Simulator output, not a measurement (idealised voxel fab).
voxel ribs on slabs: a process module
We display cut, a cross-section 155 nm in width whose square cells are each 5 nm.
Cross-sections here: square-cell grids, written as top-down lists of bands, a band being one or more rows of cells.
Read a band's entry like this: the first values are the height of its top and the height of its bottom in nm, and what follows is the sequence of materials from left to right, each with its width in nm. Note that "empty" is empty space, and that a single material marked "throughout" reaches across the band from edge to edge.
Height reference: 0 = level under which incoming wafer is all one material. Lowest band: no bottom, runs on downward, e.g. "from 0 down".
Think of "30..40" as a width that walks from the first number to the second as you go down the band, top row to bottom row, taking equal-sized steps from row to row.
"no alteration" for a step: no cell of the cross-section changed in that step.
What "Sealed voids" gives you is every empty space of 8 cells or more that is cut off from the top. Each appears as width x height at distance, with the distance taken from the left edge and width, height and distance all in nm.
Note: text after step settings on the step line = simulator remark on that step.
overlay nm: how far to the right of its planned place the mask lay on this masked step (negative: to the left).
**The process steps that were planned are listed below**
1) RECEIVE, material Si
2) DIRECTIONAL_DEP, material SiO2, thk nm 30
3) DIRECTIONAL_DEP, material polySi, thk nm 20
4) PATTERN, tone cover, mask id RIB, material resist, width nm 15, thk nm 15, overlay nm 0
5) DIRECTIONAL_ETCH, etch materials polySi, depth nm 10
6) STRIP, etch materials resist
7) DIRECTIONAL_DEP, material aC, thk nm 15
8) PATTERN, tone cover, mask id SLAB, material resist, width nm 75, thk nm 35, overlay nm 0
9) DIRECTIONAL_ETCH, etch materials aC, depth nm 15
10) STRIP, etch materials resist
11) DIRECTIONAL_ETCH, etch materials polySi, depth nm 10
12) STRIP, etch materials aC
13) FILL_DEP, material SiO2, thk nm 25
14) CMP, height nm 65
15) DIRECTIONAL_DEP, material W, thk nm 5
16) PATTERN, tone cover, mask id HEATER, material resist, width nm 25, thk nm 15, overlay nm 0
17) DIRECTIONAL_ETCH, etch materials W, depth nm 10
18) STRIP, etch materials resist
19) CONFORMAL_DEP, material SiO2, thk nm 5
Every wafer here starts from the same state; it is the step 15 thk nm that distinguishes them, and the value the plan gives belongs to the first wafer.
**After step 1, as received: first of several wafers, cross-section**
  from 0 down: Si throughout
  Sealed voids: none
**Wafer rows, end of module: cells per material gained (+) or lost (-) since receipt; closed voids last**
thk nm 5, +400 SiO2, +5 W, +36 polySi, Sealed voids: none
thk nm 10, +402 SiO2, +10 W, +36 polySi, Sealed voids: none
thk nm 15, +402 SiO2, +41 W, +36 polySi, Sealed voids: none
thk nm 20, +402 SiO2, +72 W, +36 polySi, Sealed voids: none
thk nm 25, +402 SiO2, +103 W, +36 polySi, Sealed voids: none
